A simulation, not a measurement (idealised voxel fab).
Process module, titled voxel double patterning
In the cross-section labelled cut, the width is 235 nm and each square cell is 5 nm.
A cross-section in this document is a grid of square cells, and it is written down as bands, the top band listed before the ones below it; a band is made up of one or more rows of cells.
Look at the band entry: it leads with the top's height and the bottom's height in nm. Then it lists the materials left to right, with a width in nm for each. The word "all across" on a single material says that material fills the band edge to edge. The word "blank" is empty space.
Zero point of the height axis is 0; under it, received wafer = one material. Lowest band: continues down indefinitely, "0 nm and below".
The two numbers in a width such as "30 to 40" mark its ends across the band: the first belongs to the top row of cells, the second to the bottom row, and from each row to the next the width moves by the same amount.
What does "nothing different" mean for a step? It means no cell of the cross-section changed in that step.
"Cavities, closed": sealed empty spaces, 8 cells or more, no open way to top, listed width x height at distance, with distance from the left edge and width, height and distance in nm.
On a step's line, text after the settings is the simulator commenting on that step.
overlay nm: right-of-plan distance of the mask on a masked step; negative values mean left-of-plan.
# Listed below are the process steps as planned
1 op RECEIVE | material Si
2 op CONFORMAL_DEP | material SiO2 | thk nm 10
3 op DIRECTIONAL_DEP | material W | thk nm 15
4 op DIRECTIONAL_DEP | material SiN | thk nm 10
5 op DIRECTIONAL_DEP | material aC | thk nm 15
6 op PATTERN | tone open | mask id FIRST | material resist | width nm 15 | pitch nm 50 | thk nm 35 | overlay nm 0
7 op DIRECTIONAL_ETCH | etch materials aC | depth nm 15
8 op STRIP | etch materials resist
9 op DIRECTIONAL_ETCH | etch materials SiN | depth nm 10
10 op STRIP | etch materials aC
11 op PATTERN | tone open | mask id SECOND | material resist | width nm 15 | pitch nm 50 | thk nm 15 | overlay nm 0
12 op DIRECTIONAL_ETCH | etch materials SiN | depth nm 10
13 op STRIP | etch materials resist
14 op DIRECTIONAL_ETCH | etch materials W | depth nm 15
15 op STRIP | etch materials SiN
# Delivered wafer in cross-section: state after step 1
    0 nm and below = Si all across
    Cavities, closed: none
# Starting structure and process plan are as shown above, but one mistake was made in running the module; the wafer cross-section at the end of the module follows
    25 nm to 15 nm = SiO2 all across
    15 nm to 0 nm = W all across
    0 nm and below = Si all across
    Cavities, closed: none
The mistake made against the process plan was this: deviation from plan: step 3 and step 2 executed in one another's positions
